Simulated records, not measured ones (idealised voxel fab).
process module | voxel self aligned vias
cross-section cut | 245 nm wide | cells 5 nm
A cross-section is a grid of square cells, given in bands from the top down. A band is one or more rows of cells.
Each band's line starts with the height of the band's top and of its bottom, in nm. Then come its materials from left to right, each with its width in nm. One material with "throughout" fills the band from edge to edge. "air" is empty space.
Height 0 is the level under which the wafer as received is all one material. The lowest band goes on downwards, as in "0 down".
A width such as "30 to 40" changes by the same amount from each row of cells to the next, from the band's top row to its bottom row.
"no change" after a step means that no cell of the cross-section changed.
closed voids: empty space of 8 cells or more with no open way to the top, each as width x height at its distance from the left edge, in nm
after a step's settings: what the simulator itself notes on the step
overlay nm, on a step with a mask: how far to the right of its planned place the mask lay; to the left if negative
Each pair below shows a cross-section before one step and the cross-section after it, down to the lowest band that changed. The line under each pair gives the step between them, with its settings. The pairs can come from different runs of this module on the same starting wafer, so a pair continues from the pair above only where its "before" says so.
before
  0 down: Si throughout
  closed voids: none
after
  10 to 0: SiO2 throughout
  below 0: unchanged
  closed voids: none
the step between: op CONFORMAL_DEP | material SiO2 | thk nm 10
before: the cross-section after the pair above
after
  15 to 10: SiCN throughout
  below 10: unchanged
  closed voids: none
the step between: op CONFORMAL_DEP | material SiCN | thk nm 5
before: the cross-section after the pair above
after
  45 to 15: SiO2 throughout
  below 15: unchanged
  closed voids: none
the step between: op DIRECTIONAL_DEP | material SiO2 | thk nm 30
before: the cross-section after the pair above
after
  60 to 45: resist 35 | air 30 | resist 40 | air 30 | resist 40 | air 30 | resist 40
  below 45: unchanged
  closed voids: none
the step between: op PATTERN | tone open | mask id LINES | material resist | width nm 30 | pitch nm 70 | thk nm 15 | overlay nm 0
before: the cross-section after the pair above
after
  60 to 45: resist 35 | air 30 | resist 40 | air 30 | resist 40 | air 30 | resist 40
  45 to 15: SiO2 35 | air 30 | SiO2 40 | air 30 | SiO2 40 | air 30 | SiO2 40
  below 15: unchanged
  closed voids: none
the step between: op DIRECTIONAL_ETCH | etch materials SiO2 | depth nm 30
before: the cross-section after the pair above
after
  45 to 15: SiO2 35 | air 30 | SiO2 40 | air 30 | SiO2 40 | air 30 | SiO2 40
  below 15: unchanged
  closed voids: none
the step between: op STRIP | etch materials resist
before: the cross-section after the pair above
after
  50 to 45: TiN 40 | air 20 | TiN 50 | air 20 | TiN 50 | air 20 | TiN 45
  45 to 20: SiO2 35 | TiN 5 | air 20 | TiN 5 | SiO2 40 | TiN 5 | air 20 | TiN 5 | SiO2 40 | TiN 5 | air 20 | TiN 5 | SiO2 40
  20 to 15: SiO2 35 | TiN 30 | SiO2 40 | TiN 30 | SiO2 40 | TiN 30 | SiO2 40
  below 15: unchanged
  closed voids: none
the step between: op CONFORMAL_DEP | material TiN | thk nm 5
before: the cross-section after the pair above
after
  55 to 50: Ru throughout
  50 to 45: TiN 40 | Ru 20 | TiN 50 | Ru 20 | TiN 50 | Ru 20 | TiN 45
  45 to 20: SiO2 35 | TiN 5 | Ru 20 | TiN 5 | SiO2 40 | TiN 5 | Ru 20 | TiN 5 | SiO2 40 | TiN 5 | Ru 20 | TiN 5 | SiO2 40
  below 20: unchanged
  closed voids: none
the step between: op FILL_DEP | material Ru | thk nm 5
before: the cross-section after the pair above
after
  45 to 20: SiO2 35 | TiN 5 | Ru 20 | TiN 5 | SiO2 40 | TiN 5 | Ru 20 | TiN 5 | SiO2 40 | TiN 5 | Ru 20 | TiN 5 | SiO2 40
  below 20: unchanged
  closed voids: none
the step between: op CMP | height nm 45
before: the cross-section after the pair above
after
  45 to 40: SiO2 35 | air 30 | SiO2 40 | air 30 | SiO2 40 | air 30 | SiO2 40
  below 40: unchanged
  closed voids: none
the step between: op SELECTIVE_ETCH | etch materials W Ru TiN | depth nm 5
before: the cross-section after the pair above
after
  50 to 45: SiN throughout
  45 to 40: SiO2 35 | SiN 30 | SiO2 40 | SiN 30 | SiO2 40 | SiN 30 | SiO2 40
  below 40: unchanged
  closed voids: none
the step between: op FILL_DEP | material SiN | thk nm 5
before: the cross-section after the pair above
after
  45 to 40: SiO2 35 | SiN 30 | SiO2 40 | SiN 30 | SiO2 40 | SiN 30 | SiO2 40
  below 40: unchanged
  closed voids: none
the step between: op CMP | height nm 45
before: the cross-section after the pair above
after
  65 to 45: SiO2 throughout
  below 45: unchanged
  closed voids: none
the step between: op DIRECTIONAL_DEP | material SiO2 | thk nm 20
before: the cross-section after the pair above
after
  80 to 65: aC throughout
  below 65: unchanged
  closed voids: none
the step between: op DIRECTIONAL_DEP | material aC | thk nm 15
before: the cross-section after the pair above
after
  115 to 80: resist 25 | air 50 | resist 90 | air 50 | resist 30
  below 80: unchanged
  closed voids: none
the step between: op PATTERN | tone open | mask id VIAS | material resist | width nm 50 | pitch nm 140 | thk nm 35 | overlay nm 0
before: the cross-section after the pair above
after
  100 to 80: resist 25 | air 50 | resist 90 | air 50 | resist 30
  80 to 65: aC 25 | air 50 | aC 90 | air 50 | aC 30
  below 65: unchanged
  closed voids: none
the step between: op DIRECTIONAL_ETCH | etch materials aC | depth nm 15
before: the cross-section after the pair above
after
  80 to 65: aC 25 | air 50 | aC 90 | air 50 | aC 30
  below 65: unchanged
  closed voids: none
the step between: op STRIP | etch materials resist
before: the cross-section after the pair above
after
  80 to 65: aC 25 | air 50 | aC 90 | air 50 | aC 30
  65 to 45: SiO2 25 | air 50 | SiO2 90 | air 50 | SiO2 30
  below 45: unchanged
  closed voids: none
the step between: op DIRECTIONAL_ETCH | etch materials SiO2 | depth nm 20
before: the cross-section after the pair above
after
  80 to 65: aC 25 | air 50 | aC 90 | air 50 | aC 30
  65 to 45: SiO2 25 | air 50 | SiO2 90 | air 50 | SiO2 30
  45 to 40: SiO2 35 | air 30 | SiO2 40 | SiN 30 | SiO2 40 | air 30 | SiO2 40
  below 40: unchanged
  closed voids: none
the step between: op DIRECTIONAL_ETCH | etch materials SiN | depth nm 5
before: the cross-section after the pair above
after
  65 to 45: SiO2 25 | air 50 | SiO2 90 | air 50 | SiO2 30
  below 45: unchanged
  closed voids: none
the step between: op STRIP | etch materials aC
before: the cross-section after the pair above
after
  70 to 65: TiN 30 | air 40 | TiN 100 | air 40 | TiN 35
  65 to 50: SiO2 25 | TiN 5 | air 40 | TiN 5 | SiO2 90 | TiN 5 | air 40 | TiN 5 | SiO2 30
  50 to 45: SiO2 25 | TiN 15 | air 20 | TiN 15 | SiO2 90 | TiN 15 | air 20 | TiN 15 | SiO2 30
  45 to 40: SiO2 35 | TiN 30 | SiO2 40 | SiN 30 | SiO2 40 | TiN 30 | SiO2 40
  below 40: unchanged
  closed voids: none
the step between: op CONFORMAL_DEP | material TiN | thk nm 5
before: the cross-section after the pair above
after
  75 to 70: W throughout
  70 to 65: TiN 30 | W 40 | TiN 100 | W 40 | TiN 35
  65 to 50: SiO2 25 | TiN 5 | W 40 | TiN 5 | SiO2 90 | TiN 5 | W 40 | TiN 5 | SiO2 30
  50 to 45: SiO2 25 | TiN 15 | W 20 | TiN 15 | SiO2 90 | TiN 15 | W 20 | TiN 15 | SiO2 30
  below 45: unchanged
  closed voids: none
the step between: op FILL_DEP | material W | thk nm 5
before: the cross-section after the pair above
after
  65 to 50: SiO2 25 | TiN 5 | W 40 | TiN 5 | SiO2 90 | TiN 5 | W 40 | TiN 5 | SiO2 30
  below 50: unchanged
  closed voids: none
the step between: op CMP | height nm 65
before: the cross-section after the pair above
after
  70 to 65: SiN throughout
  below 65: unchanged
  closed voids: none
the step between: op CONFORMAL_DEP | material SiN | thk nm 5
before
  0 down: Si throughout
  closed voids: none
after
  5 to 0: SiCN throughout
  below 0: unchanged
  closed voids: none
the step between: op CONFORMAL_DEP | material SiCN | thk nm 5
before: the cross-section after the pair above
after
  35 to 5: SiO2 throughout
  below 5: unchanged
  closed voids: none
the step between: op DIRECTIONAL_DEP | material SiO2 | thk nm 30
before: the cross-section after the pair above
after
  50 to 35: resist 35 | air 30 | resist 40 | air 30 | resist 40 | air 30 | resist 40
  below 35: unchanged
  closed voids: none
the step between: op PATTERN | tone open | mask id LINES | material resist | width nm 30 | pitch nm 70 | thk nm 15 | overlay nm 0
before: the cross-section after the pair above
after
  50 to 35: resist 35 | air 30 | resist 40 | air 30 | resist 40 | air 30 | resist 40
  35 to 5: SiO2 35 | air 30 | SiO2 40 | air 30 | SiO2 40 | air 30 | SiO2 40
  below 5: unchanged
  closed voids: none
the step between: op DIRECTIONAL_ETCH | etch materials SiO2 | depth nm 30
before: the cross-section after the pair above
after
  35 to 5: SiO2 35 | air 30 | SiO2 40 | air 30 | SiO2 40 | air 30 | SiO2 40
  below 5: unchanged
  closed voids: none
the step between: op STRIP | etch materials resist
before: the cross-section after the pair above
after
  40 to 35: TiN 40 | air 20 | TiN 50 | air 20 | TiN 50 | air 20 | TiN 45
  35 to 10: SiO2 35 | TiN 5 | air 20 | TiN 5 | SiO2 40 | TiN 5 | air 20 | TiN 5 | SiO2 40 | TiN 5 | air 20 | TiN 5 | SiO2 40
  10 to 5: SiO2 35 | TiN 30 | SiO2 40 | TiN 30 | SiO2 40 | TiN 30 | SiO2 40
  below 5: unchanged
  closed voids: none
the step between: op CONFORMAL_DEP | material TiN | thk nm 5
before: the cross-section after the pair above
after
  45 to 40: Ru throughout
  40 to 35: TiN 40 | Ru 20 | TiN 50 | Ru 20 | TiN 50 | Ru 20 | TiN 45
  35 to 10: SiO2 35 | TiN 5 | Ru 20 | TiN 5 | SiO2 40 | TiN 5 | Ru 20 | TiN 5 | SiO2 40 | TiN 5 | Ru 20 | TiN 5 | SiO2 40
  below 10: unchanged
  closed voids: none
the step between: op FILL_DEP | material Ru | thk nm 5
before: the cross-section after the pair above
after
  40 to 35: TiN 40 | Ru 20 | TiN 50 | Ru 20 | TiN 50 | Ru 20 | TiN 45
  below 35: unchanged
  closed voids: none
the step between: op SELECTIVE_ETCH | etch materials W Ru TiN | depth nm 5
before: the cross-section after the pair above
after
  45 to 40: SiN throughout
  below 40: unchanged
  closed voids: none
the step between: op FILL_DEP | material SiN | thk nm 5
before: the cross-section after the pair above
after
  65 to 45: SiO2 throughout
  below 45: unchanged
  closed voids: none
the step between: op DIRECTIONAL_DEP | material SiO2 | thk nm 20
before: the cross-section after the pair above
after
  80 to 65: aC throughout
  below 65: unchanged
  closed voids: none
the step between: op DIRECTIONAL_DEP | material aC | thk nm 15
before: the cross-section after the pair above
after
  115 to 80: resist 25 | air 50 | resist 90 | air 50 | resist 30
  below 80: unchanged
  closed voids: none
the step between: op PATTERN | tone open | mask id VIAS | material resist | width nm 50 | pitch nm 140 | thk nm 35 | overlay nm 0
before: the cross-section after the pair above
after
  100 to 80: resist 25 | air 50 | resist 90 | air 50 | resist 30
  80 to 65: aC 25 | air 50 | aC 90 | air 50 | aC 30
  below 65: unchanged
  closed voids: none
the step between: op DIRECTIONAL_ETCH | etch materials aC | depth nm 15
before: the cross-section after the pair above
after
  80 to 65: aC 25 | air 50 | aC 90 | air 50 | aC 30
  below 65: unchanged
  closed voids: none
the step between: op STRIP | etch materials resist
before: the cross-section after the pair above
after
  80 to 65: aC 25 | air 50 | aC 90 | air 50 | aC 30
  65 to 45: SiO2 25 | air 50 | SiO2 90 | air 50 | SiO2 30
  below 45: unchanged
  closed voids: none
the step between: op DIRECTIONAL_ETCH | etch materials SiO2 | depth nm 20
before: the cross-section after the pair above
after
  80 to 65: aC 25 | air 50 | aC 90 | air 50 | aC 30
  65 to 45: SiO2 25 | air 50 | SiO2 90 | air 50 | SiO2 30
  45 to 40: SiN 25 | air 50 | SiN 90 | air 50 | SiN 30
  below 40: unchanged
  closed voids: none
the step between: op DIRECTIONAL_ETCH | etch materials SiN | depth nm 5
before: the cross-section after the pair above
after
  65 to 45: SiO2 25 | air 50 | SiO2 90 | air 50 | SiO2 30
  below 45: unchanged
  closed voids: none
the step between: op STRIP | etch materials aC
before: the cross-section after the pair above
after
  70 to 65: TiN 30 | air 40 | TiN 100 | air 40 | TiN 35
  65 to 45: SiO2 25 | TiN 5 | air 40 | TiN 5 | SiO2 90 | TiN 5 | air 40 | TiN 5 | SiO2 30
  45 to 40: SiN 25 | TiN 50 | SiN 90 | TiN 50 | SiN 30
  below 40: unchanged
  closed voids: none
the step between: op CONFORMAL_DEP | material TiN | thk nm 5
before: the cross-section after the pair above
after
  75 to 70: W throughout
  70 to 65: TiN 30 | W 40 | TiN 100 | W 40 | TiN 35
  65 to 45: SiO2 25 | TiN 5 | W 40 | TiN 5 | SiO2 90 | TiN 5 | W 40 | TiN 5 | SiO2 30
  below 45: unchanged
  closed voids: none
the step between: op FILL_DEP | material W | thk nm 5
before: the cross-section after the pair above
after
  65 to 45: SiO2 25 | TiN 5 | W 40 | TiN 5 | SiO2 90 | TiN 5 | W 40 | TiN 5 | SiO2 30
  below 45: unchanged
  closed voids: none
the step between: op CMP | height nm 65
before: the cross-section after the pair above
after
  70 to 65: SiN throughout
  below 65: unchanged
  closed voids: none
the step between: op CONFORMAL_DEP | material SiN | thk nm 5
before
  80 to 65: aC 25 | air 50 | aC 90 | air 50 | aC 30
  65 to 45: SiO2 25 | air 50 | SiO2 90 | air 50 | SiO2 30
  45 to 40: SiO2 35 | SiN 30 | SiO2 40 | SiN 30 | SiO2 40 | SiN 30 | SiO2 40
  40 to 20: SiO2 35 | TiN 5 | Ru 20 | TiN 5 | SiO2 40 | TiN 5 | Ru 20 | TiN 5 | SiO2 40 | TiN 5 | Ru 20 | TiN 5 | SiO2 40
  20 to 15: SiO2 35 | TiN 30 | SiO2 40 | TiN 30 | SiO2 40 | TiN 30 | SiO2 40
  15 to 10: SiCN throughout
  10 to 0: SiO2 throughout
  0 down: Si throughout
  closed voids: none
after
  80 to 65: aC 25 | air 50 | aC 90 | air 50 | aC 30
  65 to 45: SiO2 25 | air 50 | SiO2 90 | air 50 | SiO2 30
  45 to 40: SiO2 25 | air 10 | SiN 30 | air 10 | SiO2 30 | SiN 30 | SiO2 30 | air 10 | SiN 30 | air 10 | SiO2 30
  40 to 25: SiO2 25 | air 10 | TiN 5 | Ru 20 | TiN 5 | air 10 | SiO2 30 | TiN 5 | Ru 20 | TiN 5 | SiO2 30 | air 10 | TiN 5 | Ru 20 | TiN 5 | air 10 | SiO2 30
  below 25: unchanged
  closed voids: none
the step between: op DIRECTIONAL_ETCH | etch materials SiO2 | depth nm 20
before: the cross-section after the pair above
after
  80 to 65: aC 25 | air 50 | aC 90 | air 50 | aC 30
  65 to 45: SiO2 25 | air 50 | SiO2 90 | air 50 | SiO2 30
  45 to 40: SiO2 25 | air 50 | SiO2 30 | SiN 30 | SiO2 30 | air 50 | SiO2 30
  below 40: unchanged
  closed voids: none
the step between: op DIRECTIONAL_ETCH | etch materials SiN | depth nm 5
before: the cross-section after the pair above
after
  65 to 45: SiO2 25 | air 50 | SiO2 90 | air 50 | SiO2 30
  below 45: unchanged
  closed voids: none
the step between: op STRIP | etch materials aC
before: the cross-section after the pair above
after
  70 to 65: TiN 30 | air 40 | TiN 100 | air 40 | TiN 35
  65 to 45: SiO2 25 | TiN 5 | air 40 | TiN 5 | SiO2 90 | TiN 5 | air 40 | TiN 5 | SiO2 30
  45 to 40: SiO2 25 | TiN 50 | SiO2 30 | SiN 30 | SiO2 30 | TiN 50 | SiO2 30
  40 to 25: SiO2 25 | TiN 15 | Ru 20 | TiN 15 | SiO2 30 | TiN 5 | Ru 20 | TiN 5 | SiO2 30 | TiN 15 | Ru 20 | TiN 15 | SiO2 30
  below 25: unchanged
  closed voids: none
the step between: op CONFORMAL_DEP | material TiN | thk nm 5
before: the cross-section after the pair above
after
  75 to 70: W throughout
  70 to 65: TiN 30 | W 40 | TiN 100 | W 40 | TiN 35
  65 to 45: SiO2 25 | TiN 5 | W 40 | TiN 5 | SiO2 90 | TiN 5 | W 40 | TiN 5 | SiO2 30
  below 45: unchanged
  closed voids: none
the step between: op FILL_DEP | material W | thk nm 5
before: the cross-section after the pair above
after
  65 to 45: SiO2 25 | TiN 5 | W 40 | TiN 5 | SiO2 90 | TiN 5 | W 40 | TiN 5 | SiO2 30
  below 45: unchanged
  closed voids: none
the step between: op CMP | height nm 65
before: the cross-section after the pair above
after
  70 to 65: SiN throughout
  below 65: unchanged
  closed voids: none
the step between: op CONFORMAL_DEP | material SiN | thk nm 5
before
  5 to 0: SiCN throughout
  0 down: Si throughout
  closed voids: none
after
  15 to 5: SiO2 throughout
  below 5: unchanged
  closed voids: none
the step between: op CONFORMAL_DEP | material SiO2 | thk nm 10
before: the cross-section after the pair above
after
  45 to 5: SiO2 throughout
  below 5: unchanged
  closed voids: none
the step between: op DIRECTIONAL_DEP | material SiO2 | thk nm 30
before: the cross-section after the pair above
after
  60 to 45: resist 35 | air 30 | resist 40 | air 30 | resist 40 | air 30 | resist 40
  below 45: unchanged
  closed voids: none
the step between: op PATTERN | tone open | mask id LINES | material resist | width nm 30 | pitch nm 70 | thk nm 15 | overlay nm 0
before: the cross-section after the pair above
after
  60 to 45: resist 35 | air 30 | resist 40 | air 30 | resist 40 | air 30 | resist 40
  45 to 15: SiO2 35 | air 30 | SiO2 40 | air 30 | SiO2 40 | air 30 | SiO2 40
  below 15: unchanged
  closed voids: none
the step between: op DIRECTIONAL_ETCH | etch materials SiO2 | depth nm 30
before: the cross-section after the pair above
after
  45 to 15: SiO2 35 | air 30 | SiO2 40 | air 30 | SiO2 40 | air 30 | SiO2 40
  below 15: unchanged
  closed voids: none
the step between: op STRIP | etch materials resist
before: the cross-section after the pair above
after
  50 to 45: TiN 40 | air 20 | TiN 50 | air 20 | TiN 50 | air 20 | TiN 45
  45 to 20: SiO2 35 | TiN 5 | air 20 | TiN 5 | SiO2 40 | TiN 5 | air 20 | TiN 5 | SiO2 40 | TiN 5 | air 20 | TiN 5 | SiO2 40
  20 to 15: SiO2 35 | TiN 30 | SiO2 40 | TiN 30 | SiO2 40 | TiN 30 | SiO2 40
  below 15: unchanged
  closed voids: none
the step between: op CONFORMAL_DEP | material TiN | thk nm 5
before: the cross-section after the pair above
after
  55 to 50: Ru throughout
  50 to 45: TiN 40 | Ru 20 | TiN 50 | Ru 20 | TiN 50 | Ru 20 | TiN 45
  45 to 20: SiO2 35 | TiN 5 | Ru 20 | TiN 5 | SiO2 40 | TiN 5 | Ru 20 | TiN 5 | SiO2 40 | TiN 5 | Ru 20 | TiN 5 | SiO2 40
  below 20: unchanged
  closed voids: none
the step between: op FILL_DEP | material Ru | thk nm 5
before: the cross-section after the pair above
after
  45 to 20: SiO2 35 | TiN 5 | Ru 20 | TiN 5 | SiO2 40 | TiN 5 | Ru 20 | TiN 5 | SiO2 40 | TiN 5 | Ru 20 | TiN 5 | SiO2 40
  below 20: unchanged
  closed voids: none
the step between: op CMP | height nm 45
before: the cross-section after the pair above
after
  45 to 40: SiO2 35 | air 30 | SiO2 40 | air 30 | SiO2 40 | air 30 | SiO2 40
  below 40: unchanged
  closed voids: none
the step between: op SELECTIVE_ETCH | etch materials W Ru TiN | depth nm 5
before: the cross-section after the pair above
after
  50 to 45: SiN throughout
  45 to 40: SiO2 35 | SiN 30 | SiO2 40 | SiN 30 | SiO2 40 | SiN 30 | SiO2 40
  below 40: unchanged
  closed voids: none
the step between: op FILL_DEP | material SiN | thk nm 5
before: the cross-section after the pair above
after
  45 to 40: SiO2 35 | SiN 30 | SiO2 40 | SiN 30 | SiO2 40 | SiN 30 | SiO2 40
  below 40: unchanged
  closed voids: none
the step between: op CMP | height nm 45
before: the cross-section after the pair above
after
  65 to 45: SiO2 throughout
  below 45: unchanged
  closed voids: none
the step between: op DIRECTIONAL_DEP | material SiO2 | thk nm 20
before: the cross-section after the pair above
after
  80 to 65: aC throughout
  below 65: unchanged
  closed voids: none
the step between: op DIRECTIONAL_DEP | material aC | thk nm 15
before: the cross-section after the pair above
after
  115 to 80: resist 25 | air 50 | resist 90 | air 50 | resist 30
  below 80: unchanged
  closed voids: none
the step between: op PATTERN | tone open | mask id VIAS | material resist | width nm 50 | pitch nm 140 | thk nm 35 | overlay nm 0
before: the cross-section after the pair above
after
  100 to 80: resist 25 | air 50 | resist 90 | air 50 | resist 30
  80 to 65: aC 25 | air 50 | aC 90 | air 50 | aC 30
  below 65: unchanged
  closed voids: none
the step between: op DIRECTIONAL_ETCH | etch materials aC | depth nm 15
before: the cross-section after the pair above
after
  80 to 65: aC 25 | air 50 | aC 90 | air 50 | aC 30
  below 65: unchanged
  closed voids: none
the step between: op STRIP | etch materials resist
before: the cross-section after the pair above
after
  80 to 65: aC 25 | air 50 | aC 90 | air 50 | aC 30
  65 to 45: SiO2 25 | air 50 | SiO2 90 | air 50 | SiO2 30
  below 45: unchanged
  closed voids: none
the step between: op DIRECTIONAL_ETCH | etch materials SiO2 | depth nm 20
before: the cross-section after the pair above
after
  80 to 65: aC 25 | air 50 | aC 90 | air 50 | aC 30
  65 to 45: SiO2 25 | air 50 | SiO2 90 | air 50 | SiO2 30
  45 to 40: SiO2 35 | air 30 | SiO2 40 | SiN 30 | SiO2 40 | air 30 | SiO2 40
  below 40: unchanged
  closed voids: none
the step between: op DIRECTIONAL_ETCH | etch materials SiN | depth nm 5
before: the cross-section after the pair above
after
  65 to 45: SiO2 25 | air 50 | SiO2 90 | air 50 | SiO2 30
  below 45: unchanged
  closed voids: none
the step between: op STRIP | etch materials aC
before: the cross-section after the pair above
after
  70 to 65: TiN 30 | air 40 | TiN 100 | air 40 | TiN 35
  65 to 50: SiO2 25 | TiN 5 | air 40 | TiN 5 | SiO2 90 | TiN 5 | air 40 | TiN 5 | SiO2 30
  50 to 45: SiO2 25 | TiN 15 | air 20 | TiN 15 | SiO2 90 | TiN 15 | air 20 | TiN 15 | SiO2 30
  45 to 40: SiO2 35 | TiN 30 | SiO2 40 | SiN 30 | SiO2 40 | TiN 30 | SiO2 40
  below 40: unchanged
  closed voids: none
the step between: op CONFORMAL_DEP | material TiN | thk nm 5
before: the cross-section after the pair above
after
  75 to 70: W throughout
  70 to 65: TiN 30 | W 40 | TiN 100 | W 40 | TiN 35
  65 to 50: SiO2 25 | TiN 5 | W 40 | TiN 5 | SiO2 90 | TiN 5 | W 40 | TiN 5 | SiO2 30
  50 to 45: SiO2 25 | TiN 15 | W 20 | TiN 15 | SiO2 90 | TiN 15 | W 20 | TiN 15 | SiO2 30
  below 45: unchanged
  closed voids: none
the step between: op FILL_DEP | material W | thk nm 5
before: the cross-section after the pair above
after
  65 to 50: SiO2 25 | TiN 5 | W 40 | TiN 5 | SiO2 90 | TiN 5 | W 40 | TiN 5 | SiO2 30
  below 50: unchanged
  closed voids: none
the step between: op CMP | height nm 65
before: the cross-section after the pair above
after
  70 to 65: SiN throughout
  below 65: unchanged
  closed voids: none
the step between: op CONFORMAL_DEP | material SiN | thk nm 5
before
  45 to 20: SiO2 35 | TiN 5 | Ru 20 | TiN 5 | SiO2 40 | TiN 5 | Ru 20 | TiN 5 | SiO2 40 | TiN 5 | Ru 20 | TiN 5 | SiO2 40
  20 to 15: SiO2 35 | TiN 30 | SiO2 40 | TiN 30 | SiO2 40 | TiN 30 | SiO2 40
  15 to 10: SiCN throughout
  10 to 0: SiO2 throughout
  0 down: Si throughout
  closed voids: none
after
  45 to 30: SiO2 35 | air 30 | SiO2 40 | air 30 | SiO2 40 | air 30 | SiO2 40
  below 30: unchanged
  closed voids: none
the step between: op SELECTIVE_ETCH | etch materials W Ru TiN | depth nm 15
before: the cross-section after the pair above
after
  50 to 45: SiN throughout
  45 to 30: SiO2 35 | SiN 30 | SiO2 40 | SiN 30 | SiO2 40 | SiN 30 | SiO2 40
  below 30: unchanged
  closed voids: none
the step between: op FILL_DEP | material SiN | thk nm 5
before: the cross-section after the pair above
after
  45 to 30: SiO2 35 | SiN 30 | SiO2 40 | SiN 30 | SiO2 40 | SiN 30 | SiO2 40
  below 30: unchanged
  closed voids: none
the step between: op CMP | height nm 45
before: the cross-section after the pair above
after
  65 to 45: SiO2 throughout
  below 45: unchanged
  closed voids: none
the step between: op DIRECTIONAL_DEP | material SiO2 | thk nm 20
before: the cross-section after the pair above
after
  80 to 65: aC throughout
  below 65: unchanged
  closed voids: none
the step between: op DIRECTIONAL_DEP | material aC | thk nm 15
before: the cross-section after the pair above
after
  115 to 80: resist 25 | air 50 | resist 90 | air 50 | resist 30
  below 80: unchanged
  closed voids: none
the step between: op PATTERN | tone open | mask id VIAS | material resist | width nm 50 | pitch nm 140 | thk nm 35 | overlay nm 0
before: the cross-section after the pair above
after
  100 to 80: resist 25 | air 50 | resist 90 | air 50 | resist 30
  80 to 65: aC 25 | air 50 | aC 90 | air 50 | aC 30
  below 65: unchanged
  closed voids: none
the step between: op DIRECTIONAL_ETCH | etch materials aC | depth nm 15
before: the cross-section after the pair above
after
  80 to 65: aC 25 | air 50 | aC 90 | air 50 | aC 30
  below 65: unchanged
  closed voids: none
the step between: op STRIP | etch materials resist
before: the cross-section after the pair above
after
  80 to 65: aC 25 | air 50 | aC 90 | air 50 | aC 30
  65 to 45: SiO2 25 | air 50 | SiO2 90 | air 50 | SiO2 30
  below 45: unchanged
  closed voids: none
the step between: op DIRECTIONAL_ETCH | etch materials SiO2 | depth nm 20
before: the cross-section after the pair above
after
  80 to 65: aC 25 | air 50 | aC 90 | air 50 | aC 30
  65 to 45: SiO2 25 | air 50 | SiO2 90 | air 50 | SiO2 30
  45 to 40: SiO2 35 | air 30 | SiO2 40 | SiN 30 | SiO2 40 | air 30 | SiO2 40
  below 40: unchanged
  closed voids: none
the step between: op DIRECTIONAL_ETCH | etch materials SiN | depth nm 5
before: the cross-section after the pair above
after
  65 to 45: SiO2 25 | air 50 | SiO2 90 | air 50 | SiO2 30
  below 45: unchanged
  closed voids: none
the step between: op STRIP | etch materials aC
before: the cross-section after the pair above
after
  70 to 65: TiN 30 | air 40 | TiN 100 | air 40 | TiN 35
  65 to 50: SiO2 25 | TiN 5 | air 40 | TiN 5 | SiO2 90 | TiN 5 | air 40 | TiN 5 | SiO2 30
  50 to 45: SiO2 25 | TiN 15 | air 20 | TiN 15 | SiO2 90 | TiN 15 | air 20 | TiN 15 | SiO2 30
  45 to 40: SiO2 35 | TiN 30 | SiO2 40 | SiN 30 | SiO2 40 | TiN 30 | SiO2 40
  below 40: unchanged
  closed voids: none
the step between: op CONFORMAL_DEP | material TiN | thk nm 5
before: the cross-section after the pair above
after
  75 to 70: W throughout
  70 to 65: TiN 30 | W 40 | TiN 100 | W 40 | TiN 35
  65 to 50: SiO2 25 | TiN 5 | W 40 | TiN 5 | SiO2 90 | TiN 5 | W 40 | TiN 5 | SiO2 30
  50 to 45: SiO2 25 | TiN 15 | W 20 | TiN 15 | SiO2 90 | TiN 15 | W 20 | TiN 15 | SiO2 30
  below 45: unchanged
  closed voids: none
the step between: op FILL_DEP | material W | thk nm 5
before: the cross-section after the pair above
after
  65 to 50: SiO2 25 | TiN 5 | W 40 | TiN 5 | SiO2 90 | TiN 5 | W 40 | TiN 5 | SiO2 30
  below 50: unchanged
  closed voids: none
the step between: op CMP | height nm 65
before: the cross-section after the pair above
after
  70 to 65: SiN throughout
  below 65: unchanged
  closed voids: none
the step between: op CONFORMAL_DEP | material SiN | thk nm 5
before
  80 to 65: aC throughout
  65 to 45: SiO2 throughout
  45 to 40: SiO2 35 | SiN 30 | SiO2 40 | SiN 30 | SiO2 40 | SiN 30 | SiO2 40
  40 to 20: SiO2 35 | TiN 5 | Ru 20 | TiN 5 | SiO2 40 | TiN 5 | Ru 20 | TiN 5 | SiO2 40 | TiN 5 | Ru 20 | TiN 5 | SiO2 40
  20 to 15: SiO2 35 | TiN 30 | SiO2 40 | TiN 30 | SiO2 40 | TiN 30 | SiO2 40
  15 to 10: SiCN throughout
  10 to 0: SiO2 throughout
  0 down: Si throughout
  closed voids: none
after
  115 to 80: resist 25 | air 55 | resist 85 | air 55 | resist 25
  below 80: unchanged
  closed voids: none
the step between: op PATTERN | tone open | mask id VIAS | material resist | width nm 55 | pitch nm 140 | thk nm 35 | overlay nm 0
before: the cross-section after the pair above
after
  100 to 80: resist 25 | air 55 | resist 85 | air 55 | resist 25
  80 to 65: aC 25 | air 55 | aC 85 | air 55 | aC 25
  below 65: unchanged
  closed voids: none
the step between: op DIRECTIONAL_ETCH | etch materials aC | depth nm 15
before: the cross-section after the pair above
after
  80 to 65: aC 25 | air 55 | aC 85 | air 55 | aC 25
  below 65: unchanged
  closed voids: none
the step between: op STRIP | etch materials resist
before: the cross-section after the pair above
after
  80 to 65: aC 25 | air 55 | aC 85 | air 55 | aC 25
  65 to 45: SiO2 25 | air 55 | SiO2 85 | air 55 | SiO2 25
  below 45: unchanged
  closed voids: none
the step between: op DIRECTIONAL_ETCH | etch materials SiO2 | depth nm 20
before: the cross-section after the pair above
after
  80 to 65: aC 25 | air 55 | aC 85 | air 55 | aC 25
  65 to 45: SiO2 25 | air 55 | SiO2 85 | air 55 | SiO2 25
  45 to 40: SiO2 35 | air 30 | SiO2 40 | SiN 30 | SiO2 40 | air 30 | SiO2 40
  below 40: unchanged
  closed voids: none
the step between: op DIRECTIONAL_ETCH | etch materials SiN | depth nm 5
before: the cross-section after the pair above
after
  65 to 45: SiO2 25 | air 55 | SiO2 85 | air 55 | SiO2 25
  below 45: unchanged
  closed voids: none
the step between: op STRIP | etch materials aC
before: the cross-section after the pair above
after
  70 to 65: TiN 30 | air 45 | TiN 95 | air 45 | TiN 30
  65 to 50: SiO2 25 | TiN 5 | air 45 | TiN 5 | SiO2 85 | TiN 5 | air 45 | TiN 5 | SiO2 25
  50 to 45: SiO2 25 | TiN 15 | air 20 | TiN 20 | SiO2 85 | TiN 15 | air 20 | TiN 20 | SiO2 25
  45 to 40: SiO2 35 | TiN 30 | SiO2 40 | SiN 30 | SiO2 40 | TiN 30 | SiO2 40
  below 40: unchanged
  closed voids: none
the step between: op CONFORMAL_DEP | material TiN | thk nm 5
before: the cross-section after the pair above
after
  75 to 70: W throughout
  70 to 65: TiN 30 | W 45 | TiN 95 | W 45 | TiN 30
  65 to 50: SiO2 25 | TiN 5 | W 45 | TiN 5 | SiO2 85 | TiN 5 | W 45 | TiN 5 | SiO2 25
  50 to 45: SiO2 25 | TiN 15 | W 20 | TiN 20 | SiO2 85 | TiN 15 | W 20 | TiN 20 | SiO2 25
  below 45: unchanged
  closed voids: none
the step between: op FILL_DEP | material W | thk nm 5
